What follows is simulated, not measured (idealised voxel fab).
The process module that follows is named voxel self aligned contacts.
Displayed cross-section: cut, width of 220 nm, square cells sized 5 nm.
Cross-section, as written here: a square-cell grid given band by band from the top down, where a band holds one or more rows of cells.
A band entry consists of two parts. The first gives the height of the band's top and the height of its bottom, in nm. The rest lists the band's materials from left to right, each with its width in nm. A single material labelled with the word "all across" fills the band from edge to edge, and the word "empty" marks empty space.
Basically, 0 is our baseline, since under it the wafer straight out of the box is all one material. The bottom band has no lower end and keeps on going down, so it looks like "0 and below".
So if you see something like "30..40" for the width, read it as the top row of the band sitting at the first number and the bottom row at the second, with every row in between moving by the same amount as the last.
For the purposes of this document, the phrase "remained the same" attached to a step denotes that no cell within the cross-section was modified by that step.
The entry titled "Sealed cavities" provides the empty spaces that have no open way to the top, restricted to those of 8 cells or more. Each is presented as width x height at distance, the distance being measured from the left edge, with all three in nm.
Post-settings text on a step line: simulator's own remark regarding the step.
The optional step-line setting "overlay nm" applies to steps with a mask and quantifies how far to the right of its planned location the mask lay, a negative value indicating leftward placement.

**So here's the lineup of process steps we planned**
1) op RECEIVE | material Si
2) op OXIDIZE | depth nm 5
3) op DIRECTIONAL_DEP | material polySi | thk nm 30
4) op DIRECTIONAL_DEP | material SiN | thk nm 25
5) op PATTERN | tone cover | mask id GATE | material resist | width nm 30 | pitch nm 70 | thk nm 15 | overlay nm 0
6) op DIRECTIONAL_ETCH | etch materials SiN | depth nm 25
7) op DIRECTIONAL_ETCH | etch materials polySi | depth nm 30
8) op STRIP | etch materials resist
9) op CONFORMAL_DEP | material SiN | thk nm 10
10) op DIRECTIONAL_ETCH | etch materials SiN | depth nm 10
11) op FILL_DEP | material SiO2 | thk nm 15
12) op CMP | height nm 60
13) op PATTERN | tone open | mask id CONTACT | material resist | width nm 50 | pitch nm 70 | thk nm 15 | overlay nm 0
14) op DIRECTIONAL_ETCH | etch materials SiO2 | depth nm 65
15) op STRIP | etch materials resist
16) op CONFORMAL_DEP | material TiN | thk nm 5
17) op FILL_DEP | material W | thk nm 10
18) op CMP | height nm 60
19) op CONFORMAL_DEP | material SiN | thk nm 5

**Here's what the wafer looked like in cross-section when it arrived - that's after step 1**
> 0 and below | Si all across
> Sealed cavities: none

**The module was run from the start shown above using the plan shown above, but one mistake was made doing it; the resulting wafer cross-section is below**
> 65 down to 60 | SiN all across
> 60 down to 55 | SiO2 50, then TiN 25, then W 5, then TiN 20, then SiO2 20, then TiN 25, then W 5, then TiN 20, then SiO2 50
> 55 down to 30 | SiO2 15, then SiN 55, then TiN 5, then W 5, then TiN 5, then SiN 55, then TiN 5, then W 5, then TiN 5, then SiN 55, then SiO2 10
> 30 down to 0 | SiO2 15, then SiN 10, then polySi 35, then SiN 10, then TiN 5, then W 5, then TiN 5, then SiN 10, then polySi 35, then SiN 10, then TiN 5, then W 5, then TiN 5, then SiN 10, then polySi 35, then SiN 10, then SiO2 10
> 0 down to -5 | SiO2 70, then TiN 15, then SiO2 55, then TiN 15, then SiO2 65
> -5 and below | Si all across
> Sealed cavities: none
Here's what went sideways: step 5 ran with different settings than intended, the actual operation and settings being op PATTERN | tone cover | mask id GATE | material resist | width nm 35 | pitch nm 70 | thk nm 15 | overlay nm 0
